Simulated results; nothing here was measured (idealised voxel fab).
Process module, titled voxel double patterning
265 nm wide, 5 nm square cells: that's cross-section cut.
Cross-section format: a grid of square cells, given as bands from top to bottom; each band is one or more rows of cells.
Heights first: top, then bottom, in nm. Then materials, left to right, each with a width in nm. "full width" on a single material: fills the band edge to edge. "air": empty space.
Height reference: 0 = level under which incoming wafer is all one material. Lowest band: no bottom, runs on downward, e.g. "0..down".
Read "30->40" as a graded width: first number on top, second number at the bottom, same change between each pair of neighbouring rows.
A step reported as "changes: none" is a step in which no cell of the cross-section changed.
The label "Enclosed void listing" introduces a list of the empty spaces, 8 cells or larger, that have no open way up to the top; each entry in it reads width x height at distance, where the distance is taken from the left edge and all three are stated in nm.
Formally, on a step line, whatever follows the settings is a remark that the simulator itself makes on the step.
You can add "overlay nm" to a step's line. For a step with a mask, it describes how far the mask lay to the right of its planned position, and a negative number describes a lay to the left.
So here's the lineup of process steps we planned
step 1: RECEIVE | material Si
step 2: CONFORMAL_DEP | material SiO2 | thk nm 5
step 3: DIRECTIONAL_DEP | material W | thk nm 15
step 4: DIRECTIONAL_DEP | material SiCN | thk nm 10
step 5: MASKED_ETCH | tone open | mask id FIRST | width nm 15 | pitch nm 50 | etch materials SiCN | depth nm 10 | overlay nm 0
step 6: MASKED_ETCH | tone open | mask id SECOND | width nm 15 | etch materials SiCN | depth nm 10 | overlay nm 0
step 7: DIRECTIONAL_ETCH | etch materials W | depth nm 15
step 8: STRIP | etch materials SiCN
Cross-section of the wafer as it came to us, i.e., already through step 1
0..down  Si full width
Enclosed void listing: none
As-planned run: cross-section of the first of two wafers at end of module
20..5  100 of W / 15 of air / 10 of W / 15 of air / 10 of W / 15 of air / 100 of W
5..0  SiO2 full width
0..down  Si full width
Enclosed void listing: none
Second wafer of the two, sectioned at the end of the module. It began like the first and followed the same plan, but one mistake was made while running it
20..15  SiO2 full width
15..0  W full width
0..down  Si full width
Enclosed void listing: none
Where did the run depart from the plan? deviation from plan: step 3 and step 2 executed in one another's positions
The final cell counts differ between the wafers, with the second having more or fewer of some materials than the first: 27 more of W
